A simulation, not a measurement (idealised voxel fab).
voxel wiring stack: a process module
Pictured: cross-section cut, 215 nm wide, on a grid of 5 nm square cells.
Cross-sections here: square-cell grids, written as top-down lists of bands, a band being one or more rows of cells.
Each band's line starts with the height of the band's top and of its bottom, in nm. Then come its materials from left to right, each with its width in nm. One material with "all across" fills the band from edge to edge. "empty" is empty space.
Height is counted from the level 0, under which the received wafer is composed throughout of one material. The lowest of the bands is not closed at the bottom but continues downward, in the notation "from 0 down".
It should be noted that a width expressed as "30 to 40" varies in equal increments from row to row of cells within the band, taking the value of the first number at the top row and that of the second number at the bottom row.
"identical to before" for a step: no cell of the cross-section changed in that step.
Closed empty spaces (no open way to the top) of 8 cells or more are what "Sealed void inventory" lists, each as width x height at distance from the left edge, nm for all three.
Where a step's line continues beyond its settings, the continuation is a remark by the simulator itself on that step.
overlay nm: for a step with a mask, the amount by which the mask lay right of where it was planned; a negative amount means left of it.
STEPS IN THE PROCESS PLAN
| 1 | RECEIVE: material Si |
| 2 | CONFORMAL_DEP: material SiO2, thk nm 10 |
| 3 | DIRECTIONAL_DEP: material TiN, thk nm 5 |
| 4 | DIRECTIONAL_DEP: material Ru, thk nm 15 |
| 5 | MASKED_ETCH: tone cover, mask id METAL_1, width nm 25, pitch nm 50, etch materials Ru, depth nm 15, overlay nm 0 |
| 6 | MASKED_ETCH: tone cover, mask id METAL_1, width nm 25, pitch nm 50, etch materials TiN, depth nm 5, overlay nm 0 |
| 7 | FILL_DEP: material lowk, thk nm 5 |
| 8 | CMP: height nm 30 |
| 9 | CONFORMAL_DEP: material SiCN, thk nm 5 |
| 10 | DIRECTIONAL_DEP: material SiO2, thk nm 15 |
| 11 | PATTERN: tone open, mask id PLUG_1, material resist, width nm 15, thk nm 15, overlay nm 0 |
| 12 | DIRECTIONAL_ETCH: etch materials SiO2, depth nm 15 |
| 13 | DIRECTIONAL_ETCH: etch materials SiCN, depth nm 5 |
| 14 | STRIP: etch materials resist |
| 15 | EPI: material Ru, thk nm 10 |
| 16 | EPI: material Ru, thk nm 10 |
| 17 | DIRECTIONAL_DEP: material TiN, thk nm 5 |
| 18 | DIRECTIONAL_DEP: material Ru, thk nm 20 |
| 19 | DIRECTIONAL_DEP: material aC, thk nm 15 |
| 20 | PATTERN: tone cover, mask id METAL_2, material resist, width nm 25, pitch nm 50, thk nm 35, overlay nm 0 |
| 21 | DIRECTIONAL_ETCH: etch materials aC, depth nm 15 |
| 22 | STRIP: etch materials resist |
| 23 | DIRECTIONAL_ETCH: etch materials Ru, depth nm 20 |
| 24 | DIRECTIONAL_ETCH: etch materials TiN, depth nm 5 |
| 25 | STRIP: etch materials aC |
| 26 | CONFORMAL_DEP: material SiN, thk nm 5 |
| 27 | FILL_DEP: material SiO2, thk nm 5 |
| 28 | CMP: height nm 75 |
| 29 | CONFORMAL_DEP: material SiCN, thk nm 5 |
| 30 | DIRECTIONAL_DEP: material lowk, thk nm 10 |
| 31 | MASKED_ETCH: tone open, mask id PLUG_2, width nm 15, pitch nm 50, etch materials lowk, depth nm 10, overlay nm 0 |
| 32 | MASKED_ETCH: tone open, mask id PLUG_2, width nm 15, pitch nm 50, etch materials SiCN, depth nm 5, overlay nm 0 |
| 33 | CONFORMAL_DEP: material TiN, thk nm 5 |
| 34 | FILL_DEP: material Ru, thk nm 10 |
| 35 | CMP: height nm 90 |
| 36 | CONFORMAL_DEP: material SiCN, thk nm 5 |
| 37 | DIRECTIONAL_DEP: material SiO2, thk nm 20 |
| 38 | PATTERN: tone open, mask id METAL_3, material resist, width nm 25, pitch nm 50, thk nm 15, overlay nm 0 |
| 39 | DIRECTIONAL_ETCH: etch materials SiO2, depth nm 20 |
| 40 | DIRECTIONAL_ETCH: etch materials SiCN, depth nm 5 |
| 41 | STRIP: etch materials resist |
| 42 | CONFORMAL_DEP: material TiN, thk nm 5 |
| 43 | FILL_DEP: material W, thk nm 10 |
| 44 | CMP: height nm 115 |
| 45 | EPI: material Ru, thk nm 5 |
| 46 | FILL_DEP: material SiCN, thk nm 5 |
| 47 | DIRECTIONAL_DEP: material lowk, thk nm 30 |
| 48 | DIRECTIONAL_DEP: material aC, thk nm 10 |
| 49 | PATTERN: tone open, mask id METAL_4_HOLES, material resist, width nm 15, thk nm 30, overlay nm 0 |
| 50 | DIRECTIONAL_ETCH: etch materials aC, depth nm 10 |
| 51 | STRIP: etch materials resist |
| 52 | DIRECTIONAL_ETCH: etch materials lowk, depth nm 30 |
| 53 | STRIP: etch materials aC |
| 54 | DIRECTIONAL_DEP: material aC, thk nm 10 |
| 55 | PATTERN: tone open, mask id METAL_4, material resist, width nm 25, pitch nm 50, thk nm 25, overlay nm 0 |
| 56 | DIRECTIONAL_ETCH: etch materials aC, depth nm 10 |
| 57 | STRIP: etch materials resist |
| 58 | DIRECTIONAL_ETCH: etch materials lowk, depth nm 15 |
| 59 | DIRECTIONAL_ETCH: etch materials SiCN, depth nm 5 |
| 60 | STRIP: etch materials aC |
| 61 | CONFORMAL_DEP: material TiN, thk nm 5 |
| 62 | FILL_DEP: material Cu, thk nm 5 |
| 63 | CMP: height nm 155 |
| 64 | CONFORMAL_DEP: material SiN, thk nm 5 |
SO, THE FIRST OF OUR TWO WAFERS, RUN JUST AS WE PLANNED IT
CROSS-SECTION OF THE WAFER AT RECEIPT, WHICH IS THE CONDITION AFTER STEP 1
	from 0 down: Si all across
	Sealed void inventory: none
SECTIONAL VIEW: WAFER, AFTER STEP 2
	from 10 to 0: SiO2 all across
	Everything under 0 stays put, no change at all.
SECTIONAL VIEW: WAFER, AFTER STEP 3
	from 15 to 10: TiN all across
	Everything under 10 stays put, no change at all.
SECTIONAL VIEW: WAFER, AFTER STEP 4
	from 30 to 15: Ru all across
	Everything under 15 stays put, no change at all.
SECTIONAL VIEW: WAFER, AFTER STEP 5
	from 30 to 15: 70 of empty, 25 of Ru, 25 of empty, 25 of Ru, 70 of empty
	Everything under 15 stays put, no change at all.
SECTIONAL VIEW: WAFER, AFTER STEP 6
	from 30 to 15: 70 of empty, 25 of Ru, 25 of empty, 25 of Ru, 70 of empty
	from 15 to 10: 70 of empty, 25 of TiN, 25 of empty, 25 of TiN, 70 of empty
	Everything under 10 stays put, no change at all.
SECTIONAL VIEW: WAFER, AFTER STEP 7
	from 35 to 30: lowk all across
	from 30 to 15: 70 of lowk, 25 of Ru, 25 of lowk, 25 of Ru, 70 of lowk
	from 15 to 10: 70 of lowk, 25 of TiN, 25 of lowk, 25 of TiN, 70 of lowk
	Everything under 10 stays put, no change at all.
SECTIONAL VIEW: WAFER, AFTER STEP 8
	from 30 to 15: 70 of lowk, 25 of Ru, 25 of lowk, 25 of Ru, 70 of lowk
	Everything under 15 stays put, no change at all.
SECTIONAL VIEW: WAFER, AFTER STEP 9
	from 35 to 30: SiCN all across
	Everything under 30 stays put, no change at all.
SECTIONAL VIEW: WAFER, AFTER STEP 10
	from 50 to 35: SiO2 all across
	Everything under 35 stays put, no change at all.
SECTIONAL VIEW: WAFER, AFTER STEP 11
	from 65 to 50: 70 of resist, 15 of empty, 130 of resist
	Everything under 50 stays put, no change at all.
SECTIONAL VIEW: WAFER, AFTER STEP 12
	from 65 to 50: 70 of resist, 15 of empty, 130 of resist
	from 50 to 35: 70 of SiO2, 15 of empty, 130 of SiO2
	Everything under 35 stays put, no change at all.
SECTIONAL VIEW: WAFER, AFTER STEP 13
	from 65 to 50: 70 of resist, 15 of empty, 130 of resist
	from 50 to 35: 70 of SiO2, 15 of empty, 130 of SiO2
	from 35 to 30: 70 of SiCN, 15 of empty, 130 of SiCN
	Everything under 30 stays put, no change at all.
SECTIONAL VIEW: WAFER, AFTER STEP 14
	from 50 to 35: 70 of SiO2, 15 of empty, 130 of SiO2
	Everything under 35 stays put, no change at all.
SECTIONAL VIEW: WAFER, AFTER STEP 15
	from 50 to 40: 70 of SiO2, 15 of empty, 130 of SiO2
	from 40 to 35: 70 of SiO2, 15 of Ru, 130 of SiO2
	from 35 to 30: 70 of SiCN, 15 of Ru, 130 of SiCN
	Everything under 30 stays put, no change at all.
SECTIONAL VIEW: WAFER, AFTER STEP 16
	from 50 to 35: 70 of SiO2, 15 of Ru, 130 of SiO2
	Everything under 35 stays put, no change at all.
SECTIONAL VIEW: WAFER, AFTER STEP 17
	from 55 to 50: TiN all across
	Everything under 50 stays put, no change at all.
SECTIONAL VIEW: WAFER, AFTER STEP 18
	from 75 to 55: Ru all across
	Everything under 55 stays put, no change at all.
SECTIONAL VIEW: WAFER, AFTER STEP 19
	from 90 to 75: aC all across
	Everything under 75 stays put, no change at all.
SECTIONAL VIEW: WAFER, AFTER STEP 20
	from 125 to 90: 70 of empty, 25 of resist, 25 of empty, 25 of resist, 70 of empty
	Everything under 90 stays put, no change at all.
SECTIONAL VIEW: WAFER, AFTER STEP 21
	from 110 to 90: 70 of empty, 25 of resist, 25 of empty, 25 of resist, 70 of empty
	from 90 to 75: 70 of empty, 25 of aC, 25 of empty, 25 of aC, 70 of empty
	Everything under 75 stays put, no change at all.
SECTIONAL VIEW: WAFER, AFTER STEP 22
	from 90 to 75: 70 of empty, 25 of aC, 25 of empty, 25 of aC, 70 of empty
	Everything under 75 stays put, no change at all.
SECTIONAL VIEW: WAFER, AFTER STEP 23
	from 90 to 75: 70 of empty, 25 of aC, 25 of empty, 25 of aC, 70 of empty
	from 75 to 55: 70 of empty, 25 of Ru, 25 of empty, 25 of Ru, 70 of empty
	Everything under 55 stays put, no change at all.
SECTIONAL VIEW: WAFER, AFTER STEP 24
	from 90 to 75: 70 of empty, 25 of aC, 25 of empty, 25 of aC, 70 of empty
	from 75 to 55: 70 of empty, 25 of Ru, 25 of empty, 25 of Ru, 70 of empty
	from 55 to 50: 70 of empty, 25 of TiN, 25 of empty, 25 of TiN, 70 of empty
	Everything under 50 stays put, no change at all.
SECTIONAL VIEW: WAFER, AFTER STEP 25
	from 75 to 55: 70 of empty, 25 of Ru, 25 of empty, 25 of Ru, 70 of empty
	Everything under 55 stays put, no change at all.
SECTIONAL VIEW: WAFER, AFTER STEP 26
	from 80 to 75: 65 of empty, 35 of SiN, 15 of empty, 35 of SiN, 65 of empty
	from 75 to 55: 65 of empty, 5 of SiN, 25 of Ru, 5 of SiN, 15 of empty, 5 of SiN, 25 of Ru, 5 of SiN, 65 of empty
	from 55 to 50: 70 of SiN, 25 of TiN, 25 of SiN, 25 of TiN, 70 of SiN
	Everything under 50 stays put, no change at all.
SECTIONAL VIEW: WAFER, AFTER STEP 27
	from 85 to 80: SiO2 all across
	from 80 to 75: 65 of SiO2, 35 of SiN, 15 of SiO2, 35 of SiN, 65 of SiO2
	from 75 to 55: 65 of SiO2, 5 of SiN, 25 of Ru, 5 of SiN, 15 of SiO2, 5 of SiN, 25 of Ru, 5 of SiN, 65 of SiO2
	Everything under 55 stays put, no change at all.
SECTIONAL VIEW: WAFER, AFTER STEP 28
	from 75 to 55: 65 of SiO2, 5 of SiN, 25 of Ru, 5 of SiN, 15 of SiO2, 5 of SiN, 25 of Ru, 5 of SiN, 65 of SiO2
	Everything under 55 stays put, no change at all.
SECTIONAL VIEW: WAFER, AFTER STEP 29
	from 80 to 75: SiCN all across
	Everything under 75 stays put, no change at all.
SECTIONAL VIEW: WAFER, AFTER STEP 30
	from 90 to 80: lowk all across
	Everything under 80 stays put, no change at all.
SECTIONAL VIEW: WAFER, AFTER STEP 31
	from 90 to 80: 70 of lowk, 15 of empty, 35 of lowk, 15 of empty, 80 of lowk
	Everything under 80 stays put, no change at all.
SECTIONAL VIEW: WAFER, AFTER STEP 32
	from 90 to 80: 70 of lowk, 15 of empty, 35 of lowk, 15 of empty, 80 of lowk
	from 80 to 75: 70 of SiCN, 15 of empty, 35 of SiCN, 15 of empty, 80 of SiCN
	Everything under 75 stays put, no change at all.
SECTIONAL VIEW: WAFER, AFTER STEP 33
	from 95 to 90: 75 of TiN, 5 of empty, 45 of TiN, 5 of empty, 85 of TiN
	from 90 to 80: 70 of lowk, 5 of TiN, 5 of empty, 5 of TiN, 35 of lowk, 5 of TiN, 5 of empty, 5 of TiN, 80 of lowk
	from 80 to 75: 70 of SiCN, 15 of TiN, 35 of SiCN, 15 of TiN, 80 of SiCN
	Everything under 75 stays put, no change at all.
SECTIONAL VIEW: WAFER, AFTER STEP 34
	from 105 to 95: Ru all across
	from 95 to 90: 75 of TiN, 5 of Ru, 45 of TiN, 5 of Ru, 85 of TiN
	from 90 to 80: 70 of lowk, 5 of TiN, 5 of Ru, 5 of TiN, 35 of lowk, 5 of TiN, 5 of Ru, 5 of TiN, 80 of lowk
	Everything under 80 stays put, no change at all.
SECTIONAL VIEW: WAFER, AFTER STEP 35
	from 90 to 80: 70 of lowk, 5 of TiN, 5 of Ru, 5 of TiN, 35 of lowk, 5 of TiN, 5 of Ru, 5 of TiN, 80 of lowk
	Everything under 80 stays put, no change at all.
SECTIONAL VIEW: WAFER, AFTER STEP 36
	from 95 to 90: SiCN all across
	Everything under 90 stays put, no change at all.
SECTIONAL VIEW: WAFER, AFTER STEP 37
	from 115 to 95: SiO2 all across
	Everything under 95 stays put, no change at all.
SECTIONAL VIEW: WAFER, AFTER STEP 38
	from 130 to 115: 70 of resist, 25 of empty, 25 of resist, 25 of empty, 70 of resist
	Everything under 115 stays put, no change at all.
SECTIONAL VIEW: WAFER, AFTER STEP 39
	from 130 to 115: 70 of resist, 25 of empty, 25 of resist, 25 of empty, 70 of resist
	from 115 to 95: 70 of SiO2, 25 of empty, 25 of SiO2, 25 of empty, 70 of SiO2
	Everything under 95 stays put, no change at all.
SECTIONAL VIEW: WAFER, AFTER STEP 40
	from 130 to 115: 70 of resist, 25 of empty, 25 of resist, 25 of empty, 70 of resist
	from 115 to 95: 70 of SiO2, 25 of empty, 25 of SiO2, 25 of empty, 70 of SiO2
	from 95 to 90: 70 of SiCN, 25 of empty, 25 of SiCN, 25 of empty, 70 of SiCN
	Everything under 90 stays put, no change at all.
SECTIONAL VIEW: WAFER, AFTER STEP 41
	from 115 to 95: 70 of SiO2, 25 of empty, 25 of SiO2, 25 of empty, 70 of SiO2
	Everything under 95 stays put, no change at all.
SECTIONAL VIEW: WAFER, AFTER STEP 42
	from 120 to 115: 75 of TiN, 15 of empty, 35 of TiN, 15 of empty, 75 of TiN
	from 115 to 95: 70 of SiO2, 5 of TiN, 15 of empty, 5 of TiN, 25 of SiO2, 5 of TiN, 15 of empty, 5 of TiN, 70 of SiO2
	from 95 to 90: 70 of SiCN, 25 of TiN, 25 of SiCN, 25 of TiN, 70 of SiCN
	Everything under 90 stays put, no change at all.
SECTIONAL VIEW: WAFER, AFTER STEP 43
	from 130 to 120: W all across
	from 120 to 115: 75 of TiN, 15 of W, 35 of TiN, 15 of W, 75 of TiN
	from 115 to 95: 70 of SiO2, 5 of TiN, 15 of W, 5 of TiN, 25 of SiO2, 5 of TiN, 15 of W, 5 of TiN, 70 of SiO2
	Everything under 95 stays put, no change at all.
SECTIONAL VIEW: WAFER, AFTER STEP 44
	from 115 to 95: 70 of SiO2, 5 of TiN, 15 of W, 5 of TiN, 25 of SiO2, 5 of TiN, 15 of W, 5 of TiN, 70 of SiO2
	Everything under 95 stays put, no change at all.
SECTIONAL VIEW: WAFER, AFTER STEP 45
	from 120 to 115: 65 of empty, 35 of Ru, 15 of empty, 35 of Ru, 65 of empty
	Everything under 115 stays put, no change at all.
SECTIONAL VIEW: WAFER, AFTER STEP 46
	from 125 to 120: SiCN all across
	from 120 to 115: 65 of SiCN, 35 of Ru, 15 of SiCN, 35 of Ru, 65 of SiCN
	Everything under 115 stays put, no change at all.
SECTIONAL VIEW: WAFER, AFTER STEP 47
	from 155 to 125: lowk all across
	Everything under 125 stays put, no change at all.
SECTIONAL VIEW: WAFER, AFTER STEP 48
	from 165 to 155: aC all across
	Everything under 155 stays put, no change at all.
SECTIONAL VIEW: WAFER, AFTER STEP 49
	from 195 to 165: 70 of resist, 15 of empty, 130 of resist
	Everything under 165 stays put, no change at all.
SECTIONAL VIEW: WAFER, AFTER STEP 50
	from 185 to 165: 70 of resist, 15 of empty, 130 of resist
	from 165 to 155: 70 of aC, 15 of empty, 130 of aC
	Everything under 155 stays put, no change at all.
SECTIONAL VIEW: WAFER, AFTER STEP 51
	from 165 to 155: 70 of aC, 15 of empty, 130 of aC
	Everything under 155 stays put, no change at all.
SECTIONAL VIEW: WAFER, AFTER STEP 52
	from 165 to 155: 70 of aC, 15 of empty, 130 of aC
	from 155 to 125: 70 of lowk, 15 of empty, 130 of lowk
	Everything under 125 stays put, no change at all.
SECTIONAL VIEW: WAFER, AFTER STEP 53
	from 155 to 125: 70 of lowk, 15 of empty, 130 of lowk
	Everything under 125 stays put, no change at all.
SECTIONAL VIEW: WAFER, AFTER STEP 54
	from 165 to 155: 70 of aC, 15 of empty, 130 of aC
	from 155 to 135: 70 of lowk, 15 of empty, 130 of lowk
	from 135 to 125: 70 of lowk, 15 of aC, 130 of lowk
	Everything under 125 stays put, no change at all.
SECTIONAL VIEW: WAFER, AFTER STEP 55
	from 190 to 165: 70 of resist, 25 of empty, 25 of resist, 25 of empty, 70 of resist
	Everything under 165 stays put, no change at all.
SECTIONAL VIEW: WAFER, AFTER STEP 56
	from 180 to 165: 70 of resist, 25 of empty, 25 of resist, 25 of empty, 70 of resist
	from 165 to 155: 70 of aC, 25 of empty, 25 of aC, 25 of empty, 70 of aC
	from 155 to 125: 70 of lowk, 15 of empty, 130 of lowk
	Everything under 125 stays put, no change at all.
SECTIONAL VIEW: WAFER, AFTER STEP 57
	from 165 to 155: 70 of aC, 25 of empty, 25 of aC, 25 of empty, 70 of aC
	Everything under 155 stays put, no change at all.
SECTIONAL VIEW: WAFER, AFTER STEP 58
	from 165 to 155: 70 of aC, 25 of empty, 25 of aC, 25 of empty, 70 of aC
	from 155 to 140: 70 of lowk, 25 of empty, 25 of lowk, 25 of empty, 70 of lowk
	Everything under 140 stays put, no change at all.
SECTIONAL VIEW: WAFER, AFTER STEP 59
	from 165 to 155: 70 of aC, 25 of empty, 25 of aC, 25 of empty, 70 of aC
	from 155 to 140: 70 of lowk, 25 of empty, 25 of lowk, 25 of empty, 70 of lowk
	from 140 to 125: 70 of lowk, 15 of empty, 130 of lowk
	from 125 to 120: 70 of SiCN, 15 of empty, 130 of SiCN
	Everything under 120 stays put, no change at all.
SECTIONAL VIEW: WAFER, AFTER STEP 60
	from 155 to 140: 70 of lowk, 25 of empty, 25 of lowk, 25 of empty, 70 of lowk
	Everything under 140 stays put, no change at all.
SECTIONAL VIEW: WAFER, AFTER STEP 61
	from 160 to 155: 75 of TiN, 15 of empty, 35 of TiN, 15 of empty, 75 of TiN
	from 155 to 145: 70 of lowk, 5 of TiN, 15 of empty, 5 of TiN, 25 of lowk, 5 of TiN, 15 of empty, 5 of TiN, 70 of lowk
	from 145 to 140: 70 of lowk, 5 of TiN, 5 of empty, 15 of TiN, 25 of lowk, 25 of TiN, 70 of lowk
	from 140 to 125: 70 of lowk, 5 of TiN, 5 of empty, 5 of TiN, 130 of lowk
	from 125 to 120: 70 of SiCN, 15 of TiN, 130 of SiCN
	Everything under 120 stays put, no change at all.
SECTIONAL VIEW: WAFER, AFTER STEP 62
	from 165 to 160: Cu all across
	from 160 to 155: 75 of TiN, 15 of Cu, 35 of TiN, 15 of Cu, 75 of TiN
	from 155 to 145: 70 of lowk, 5 of TiN, 15 of Cu, 5 of TiN, 25 of lowk, 5 of TiN, 15 of Cu, 5 of TiN, 70 of lowk
	from 145 to 140: 70 of lowk, 5 of TiN, 5 of Cu, 15 of TiN, 25 of lowk, 25 of TiN, 70 of lowk
	from 140 to 125: 70 of lowk, 5 of TiN, 5 of Cu, 5 of TiN, 130 of lowk
	Everything under 125 stays put, no change at all.
SECTIONAL VIEW: WAFER, AFTER STEP 63
	from 155 to 145: 70 of lowk, 5 of TiN, 15 of Cu, 5 of TiN, 25 of lowk, 5 of TiN, 15 of Cu, 5 of TiN, 70 of lowk
	Everything under 145 stays put, no change at all.
SECTIONAL VIEW: WAFER, AFTER STEP 64
	from 160 to 155: SiN all across
	Everything under 155 stays put, no change at all.
SECOND OF TWO: SAME START, SAME PLAN, ONE RUN ERROR; STEPS UP TO AND INCLUDING 54 MATCH THE FIRST
CROSS-SECTION, SECOND WAFER, AT THE END TIME THE PLAN GIVES FOR STEP 55
	from 190 to 165: 75 of resist, 25 of empty, 25 of resist, 25 of empty, 65 of resist
	from 165 to 155: 70 of aC, 5 of resist, 10 of empty, 130 of aC
	from 155 to 135: 70 of lowk, 5 of resist, 10 of empty, 130 of lowk
	Everything under 135 stays put, no change at all.
CROSS-SECTION, SECOND WAFER, AT THE END TIME THE PLAN GIVES FOR STEP 56
	from 180 to 165: 75 of resist, 25 of empty, 25 of resist, 25 of empty, 65 of resist
	from 165 to 155: 70 of aC, 5 of resist, 25 of empty, 25 of aC, 25 of empty, 65 of aC
	from 155 to 135: 70 of lowk, 5 of resist, 10 of empty, 130 of lowk
	from 135 to 125: 70 of lowk, 5 of aC, 10 of empty, 130 of lowk
	Everything under 125 stays put, no change at all.
CROSS-SECTION, SECOND WAFER, AT THE END TIME THE PLAN GIVES FOR STEP 57
	from 165 to 155: 70 of aC, 30 of empty, 25 of aC, 25 of empty, 65 of aC
	from 155 to 135: 70 of lowk, 15 of empty, 130 of lowk
	Everything under 135 stays put, no change at all.
CROSS-SECTION, SECOND WAFER, AT THE END TIME THE PLAN GIVES FOR STEP 58
	from 165 to 155: 70 of aC, 30 of empty, 25 of aC, 25 of empty, 65 of aC
	from 155 to 140: 70 of lowk, 30 of empty, 25 of lowk, 25 of empty, 65 of lowk
	Everything under 140 stays put, no change at all.
CROSS-SECTION, SECOND WAFER, AT THE END TIME THE PLAN GIVES FOR STEP 59
	from 165 to 155: 70 of aC, 30 of empty, 25 of aC, 25 of empty, 65 of aC
	from 155 to 140: 70 of lowk, 30 of empty, 25 of lowk, 25 of empty, 65 of lowk
	from 140 to 135: 70 of lowk, 15 of empty, 130 of lowk
	from 135 to 125: 70 of lowk, 5 of aC, 10 of empty, 130 of lowk
	from 125 to 120: 75 of SiCN, 10 of empty, 130 of SiCN
	Everything under 120 stays put, no change at all.
CROSS-SECTION, SECOND WAFER, AT THE END TIME THE PLAN GIVES FOR STEP 60
	from 155 to 140: 70 of lowk, 30 of empty, 25 of lowk, 25 of empty, 65 of lowk
	from 140 to 125: 70 of lowk, 15 of empty, 130 of lowk
	Everything under 125 stays put, no change at all.
CROSS-SECTION, SECOND WAFER, AT THE END TIME THE PLAN GIVES FOR STEP 61
	from 160 to 155: 75 of TiN, 20 of empty, 35 of TiN, 15 of empty, 70 of TiN
	from 155 to 145: 70 of lowk, 5 of TiN, 20 of empty, 5 of TiN, 25 of lowk, 5 of TiN, 15 of empty, 5 of TiN, 65 of lowk
	from 145 to 140: 70 of lowk, 5 of TiN, 5 of empty, 20 of TiN, 25 of lowk, 25 of TiN, 65 of lowk
	from 140 to 130: 70 of lowk, 5 of TiN, 5 of empty, 5 of TiN, 130 of lowk
	from 130 to 125: 70 of lowk, 15 of TiN, 130 of lowk
	from 125 to 120: 75 of SiCN, 10 of TiN, 130 of SiCN
	Everything under 120 stays put, no change at all.
CROSS-SECTION, SECOND WAFER, AT THE END TIME THE PLAN GIVES FOR STEP 62
	from 165 to 160: Cu all across
	from 160 to 155: 75 of TiN, 20 of Cu, 35 of TiN, 15 of Cu, 70 of TiN
	from 155 to 145: 70 of lowk, 5 of TiN, 20 of Cu, 5 of TiN, 25 of lowk, 5 of TiN, 15 of Cu, 5 of TiN, 65 of lowk
	from 145 to 140: 70 of lowk, 5 of TiN, 5 of Cu, 20 of TiN, 25 of lowk, 25 of TiN, 65 of lowk
	from 140 to 130: 70 of lowk, 5 of TiN, 5 of Cu, 5 of TiN, 130 of lowk
	Everything under 130 stays put, no change at all.
CROSS-SECTION, SECOND WAFER, AT THE END TIME THE PLAN GIVES FOR STEP 63
	from 155 to 145: 70 of lowk, 5 of TiN, 20 of Cu, 5 of TiN, 25 of lowk, 5 of TiN, 15 of Cu, 5 of TiN, 65 of lowk
	Everything under 145 stays put, no change at all.
CROSS-SECTION, SECOND WAFER, AT THE END TIME THE PLAN GIVES FOR STEP 64
	from 160 to 155: SiN all across
	Everything under 155 stays put, no change at all.
Finding, execution versus plan: step 55 ran differently from the plan; actual operation with settings: PATTERN: tone open, mask id METAL_4, material resist, width nm 25, pitch nm 50, thk nm 25, overlay nm 5
FYI, end of process, the second wafer has more or fewer cells of some materials than the first: 1 more of Cu; 1 more of SiCN; 1 more of TiN; 3 fewer of lowk
